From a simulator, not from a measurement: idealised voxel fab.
Process module under the name voxel plated lines
In the cross-section labelled cut, the width is 260 nm and each square cell is 5 nm.
Reading order for cross-sections: top band down to bottom band. Underlying form: a grid of square cells. Band size: one or more rows of cells.
This entry defines a band. It first specifies the height of the band's top and the height of its bottom in nm, and then specifies the band's materials from left to right, stating each material with its width in nm. The word "everywhere" identifies a single material that fills the band from edge to edge, while the word "empty" identifies empty space.
Beneath 0, the wafer as received is one material, and that level is where height counting begins. The lowest band goes on downward without a bottom; it is written like "0 nm and below".
The two numbers in a width such as "30->40" mark its ends across the band: the first belongs to the top row of cells, the second to the bottom row, and from each row to the next the width moves by the same amount.
Reading "no modification" for a step: not a cell of the cross-section changed in it.
This entry, "Enclosed void list", enumerates those empty regions of no fewer than 8 cells that possess no open connection to the top. Each region is reported in the form width x height at distance, the distance being taken from the left edge, with all three quantities expressed in nm.
If you see something after the settings on a step's line, that's the simulator's own remark about that step.
overlay nm: mask offset rightward from planned place, masked step; negative means leftward offset.

-- Intended process steps
- 1: RECEIVE,material Si
- 2: CONFORMAL_DEP,material SiO2,thk nm 15
- 3: DIRECTIONAL_DEP,material TiN,thk nm 5
- 4: PATTERN,tone open,mask id LINES,material resist,width nm 20,pitch nm 45,thk nm 25,overlay nm 0
- 5: EPI,material Ru,thk nm 10
- 6: EPI,material Ru,thk nm 5
- 7: STRIP,etch materials resist
- 8: DIRECTIONAL_ETCH,etch materials TiN,depth nm 5
- 9: CONFORMAL_DEP,material SiCN,thk nm 10

-- Incoming wafer, cross-sectional view, post step 1
  0 nm and below  Si everywhere
  Enclosed void list: none

-- Module complete - cross-section of the first of two wafers, run according to plan
  45 nm to 35 nm  empty: 85, then SiCN: 40, then empty: 5, then SiCN: 40, then empty: 90
  35 nm to 25 nm  empty: 85, then SiCN: 10, then Ru: 20, then SiCN: 10, then empty: 5, then SiCN: 10, then Ru: 20, then SiCN: 10, then empty: 90
  25 nm to 20 nm  SiCN: 95, then Ru: 20, then SiCN: 25, then Ru: 20, then SiCN: 100
  20 nm to 15 nm  SiCN: 95, then TiN: 20, then SiCN: 25, then TiN: 20, then SiCN: 100
  15 nm to 0 nm  SiO2 everywhere
  0 nm and below  Si everywhere
  Enclosed void list: none

-- second wafer at the end: like start, like plan, one mistake
  60 nm to 50 nm  empty: 85, then SiCN: 40, then empty: 5, then SiCN: 40, then empty: 90
  50 nm to 40 nm  empty: 85, then SiCN: 10, then Ru: 20, then SiCN: 10, then empty: 5, then SiCN: 10, then Ru: 20, then SiCN: 10, then empty: 90
  40 nm to 35 nm  SiCN: 95, then Ru: 20, then SiCN: 25, then Ru: 20, then SiCN: 100
  35 nm to 30 nm  SiCN: 95, then TiN: 20, then SiCN: 25, then TiN: 20, then SiCN: 100
  30 nm to 0 nm  SiO2 everywhere
  0 nm and below  Si everywhere
  Enclosed void list: none
Want to know what went wrong? step 2 of the plan was carried out twice
Final wafer comparison in cells, second versus first, more or fewer per material: +156 SiO2
